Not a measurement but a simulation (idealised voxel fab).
A process module follows: voxel self aligned vias.
Displayed cross-section: cut, width of 280 nm, square cells sized 5 nm.
In this document a cross-section is written as a grid of square cells. It is given as a series of bands, listed from the top down, and a band is one or more rows of cells. For a band, the entry starts with two heights in nm, that of the top and then that of the bottom, and carries on with the band's materials in order from left to right, each alongside its width in nm; the word "full width" beside a single material means it fills the band edge to edge, and "blank" means empty space. All heights in this document are referenced to 0, defined as the level beneath which the wafer, as received, consists entirely of one material. The lowest band is not bounded below; it extends indefinitely downward and is written in the form "from 0 down". Think of "30 to 40" as a width that walks from the first number to the second as you go down the band, top row to bottom row, taking equal-sized steps from row to row. What does "remained unchanged" mean for a step? It means no cell of the cross-section changed in that step. The entry "Catalogued sealed voids" lists the empty spaces that cover at least 8 cells and have no open path to the top. Each is written as width x height at distance, where the distance is measured from the left edge and all three values are in nm. On a step's line, text after the settings is the simulator commenting on that step. "overlay nm" denotes, for a step that has a mask, the displacement of the mask to the right of its planned place, with negative values corresponding to the left.
LISTED BELOW ARE THE PROCESS STEPS AS PLANNED
- 1: RECEIVE,material Si
- 2: CONFORMAL_DEP,material SiO2,thk nm 15
- 3: CONFORMAL_DEP,material SiCN,thk nm 5
- 4: DIRECTIONAL_DEP,material lowk,thk nm 30
- 5: MASKED_ETCH,tone open,mask id LINES,width nm 25,pitch nm 65,etch materials lowk,depth nm 30,overlay nm 0
- 6: CONFORMAL_DEP,material TiN,thk nm 5
- 7: FILL_DEP,material Ru,thk nm 5
- 8: CMP,height nm 50
- 9: SELECTIVE_ETCH,etch materials W Ru TiN,depth nm 10
- 10: FILL_DEP,material SiN,thk nm 5
- 11: CMP,height nm 50
- 12: DIRECTIONAL_DEP,material lowk,thk nm 20
- 13: PATTERN,tone open,mask id VIAS,material resist,width nm 35,pitch nm 130,thk nm 15,overlay nm 0
- 14: DIRECTIONAL_ETCH,etch materials lowk,depth nm 20
- 15: DIRECTIONAL_ETCH,etch materials SiN,depth nm 10
- 16: STRIP,etch materials resist
- 17: CONFORMAL_DEP,material TiN,thk nm 5
- 18: FILL_DEP,material Ru,thk nm 5
- 19: CMP,height nm 70
- 20: CONFORMAL_DEP,material SiN,thk nm 5
The value of width nm given for step 13 in the plan refers to the first wafer; the wafers vary in this setting and are alike at the start.
SECTIONAL VIEW: FIRST OF SEVERAL WAFERS, AS RECEIVED, AFTER STEP 1
  from 0 down = Si full width
  Catalogued sealed voids: none
MODULE END STATE AFTER FINAL STEP 20: CROSS-SECTION OF THE FIRST OF SEVERAL WAFERS
  from 75 to 70 = SiN full width
  from 70 to 55 = lowk: 55 / TiN: 5 / Ru: 25 / TiN: 5 / lowk: 95 / TiN: 5 / Ru: 25 / TiN: 5 / lowk: 60
  from 55 to 50 = lowk: 55 / TiN: 10 / Ru: 15 / TiN: 10 / lowk: 95 / TiN: 10 / Ru: 15 / TiN: 10 / lowk: 60
  from 50 to 45 = lowk: 60 / TiN: 5 / Ru: 15 / TiN: 5 / lowk: 40 / SiN: 25 / lowk: 40 / TiN: 5 / Ru: 15 / TiN: 5 / lowk: 65
  from 45 to 40 = lowk: 60 / TiN: 25 / lowk: 40 / SiN: 25 / lowk: 40 / TiN: 25 / lowk: 65
  from 40 to 25 = lowk: 60 / TiN: 5 / Ru: 15 / TiN: 5 / lowk: 40 / TiN: 5 / Ru: 15 / TiN: 5 / lowk: 40 / TiN: 5 / Ru: 15 / TiN: 5 / lowk: 65
  from 25 to 20 = lowk: 60 / TiN: 25 / lowk: 40 / TiN: 25 / lowk: 40 / TiN: 25 / lowk: 65
  from 20 to 15 = SiCN full width
  from 15 to 0 = SiO2 full width
  from 0 down = Si full width
  Catalogued sealed voids: none
CROSS-SECTIONAL VIEW OF THE FINAL WAFER OF SEVERAL AT THE MODULE'S END
  from 75 to 70 = SiN full width
  from 70 to 55 = lowk: 45 / TiN: 5 / Ru: 50 / TiN: 5 / lowk: 70 / TiN: 5 / Ru: 50 / TiN: 5 / lowk: 45
  from 55 to 50 = lowk: 45 / TiN: 20 / Ru: 15 / TiN: 25 / lowk: 70 / TiN: 20 / Ru: 15 / TiN: 25 / lowk: 45
  from 50 to 45 = lowk: 60 / TiN: 5 / Ru: 15 / TiN: 5 / lowk: 40 / SiN: 25 / lowk: 40 / TiN: 5 / Ru: 15 / TiN: 5 / lowk: 65
  from 45 to 40 = lowk: 60 / TiN: 25 / lowk: 40 / SiN: 25 / lowk: 40 / TiN: 25 / lowk: 65
  from 40 to 25 = lowk: 60 / TiN: 5 / Ru: 15 / TiN: 5 / lowk: 40 / TiN: 5 / Ru: 15 / TiN: 5 / lowk: 40 / TiN: 5 / Ru: 15 / TiN: 5 / lowk: 65
  from 25 to 20 = lowk: 60 / TiN: 25 / lowk: 40 / TiN: 25 / lowk: 40 / TiN: 25 / lowk: 65
  from 20 to 15 = SiCN full width
  from 15 to 0 = SiO2 full width
  from 0 down = Si full width
  Catalogued sealed voids: none
WAFER ROWS, END OF MODULE: CELLS PER MATERIAL GAINED (+) OR LOST (-) SINCE RECEIPT; CLOSED VOIDS LAST
width nm 35 | +69 Ru | +56 SiCN | +66 SiN | +168 SiO2 | +67 TiN | +414 lowk | Catalogued sealed voids: none
width nm 40 | +75 Ru | +56 SiCN | +66 SiN | +168 SiO2 | +69 TiN | +406 lowk | Catalogued sealed voids: none
width nm 45 | +81 Ru | +56 SiCN | +66 SiN | +168 SiO2 | +71 TiN | +398 lowk | Catalogued sealed voids: none
width nm 50 | +87 Ru | +56 SiCN | +66 SiN | +168 SiO2 | +73 TiN | +390 lowk | Catalogued sealed voids: none
width nm 55 | +93 Ru | +56 SiCN | +66 SiN | +168 SiO2 | +75 TiN | +382 lowk | Catalogued sealed voids: none
width nm 60 | +99 Ru | +56 SiCN | +66 SiN | +168 SiO2 | +77 TiN | +374 lowk | Catalogued sealed voids: none
